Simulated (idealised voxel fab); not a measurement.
The document below concerns the process module designated voxel self aligned vias.
Displayed cross-section: cut, width of 285 nm, square cells sized 5 nm.
We lay out every cross-section as a grid of square cells and spell it out in bands from the top down, where one band means one or more rows of cells. Read a band's entry like this: the first values are the height of its top and the height of its bottom in nm, and what follows is the sequence of materials from left to right, each with its width in nm. Note that "empty" is empty space, and that a single material marked "everywhere" reaches across the band from edge to edge. Height reference: 0 = level under which incoming wafer is all one material. Lowest band: no bottom, runs on downward, e.g. "z 0 and below". Width spec "30->40" -> top row of cells at first value, bottom row at second value, equal per-row change in between. Where a step carries "all unchanged", the cross-section came out of it unchanged, cell for cell. This entry, "Enclosed empty spaces", enumerates those empty regions of no fewer than 8 cells that possess no open connection to the top. Each region is reported in the form width x height at distance, the distance being taken from the left edge, with all three quantities expressed in nm. The remark found on a step's line after its settings is issued by the simulator itself and pertains to that step. overlay nm, on a step with a mask: how far to the right of its planned place the mask lay; to the left if negative.

**So here's the lineup of process steps we planned**
1: RECEIVE: material Si
2: CONFORMAL_DEP: material SiO2, thk nm 15
3: CONFORMAL_DEP: material SiCN, thk nm 5
4: DIRECTIONAL_DEP: material lowk, thk nm 30
5: DIRECTIONAL_DEP: material aC, thk nm 10
6: PATTERN: tone open, mask id LINES, material resist, width nm 30, pitch nm 55, thk nm 25, overlay nm 0
7: DIRECTIONAL_ETCH: etch materials aC, depth nm 10
8: STRIP: etch materials resist
9: DIRECTIONAL_ETCH: etch materials lowk, depth nm 30
10: STRIP: etch materials aC
11: CONFORMAL_DEP: material TiN, thk nm 5
12: FILL_DEP: material W, thk nm 10
13: CMP: height nm 50
14: SELECTIVE_ETCH: etch materials W Ru TiN, depth nm 5
15: FILL_DEP: material SiN, thk nm 5
16: CMP: height nm 50
17: DIRECTIONAL_DEP: material lowk, thk nm 20
18: PATTERN: tone open, mask id VIAS, material resist, width nm 40, thk nm 20, overlay nm 0
19: DIRECTIONAL_ETCH: etch materials lowk, depth nm 20
20: DIRECTIONAL_ETCH: etch materials SiN, depth nm 5
21: STRIP: etch materials resist
22: CONFORMAL_DEP: material TiN, thk nm 5
23: FILL_DEP: material W, thk nm 10
24: CMP: height nm 70
25: CONFORMAL_DEP: material SiN, thk nm 5

**Cross-section of the wafer as it came to us, i.e., already through step 1**
- z 0 and below  Si everywhere
- Enclosed empty spaces: none

**Figure: cross-sectional view of the wafer upon completion of the module, processed from the initial state and according to the plan depicted above, with one error introduced during execution**
- z 75 to 70  SiN everywhere
- z 70 to 55  lowk 95 | TiN 5 | W 30 | TiN 5 | lowk 150
- z 55 to 50  lowk 95 | TiN 10 | W 20 | TiN 10 | lowk 150
- z 50 to 45  lowk 100 | TiN 30 | lowk 25 | SiN 30 | lowk 100
- z 45 to 25  lowk 100 | TiN 5 | W 20 | TiN 5 | lowk 25 | TiN 5 | W 20 | TiN 5 | lowk 100
- z 25 to 20  lowk 100 | TiN 30 | lowk 25 | TiN 30 | lowk 100
- z 20 to 5  SiO2 everywhere
- z 5 to 0  SiCN everywhere
- z 0 and below  Si everywhere
- Enclosed empty spaces: none
What was the processing mistake? steps 2 and 3 were swapped
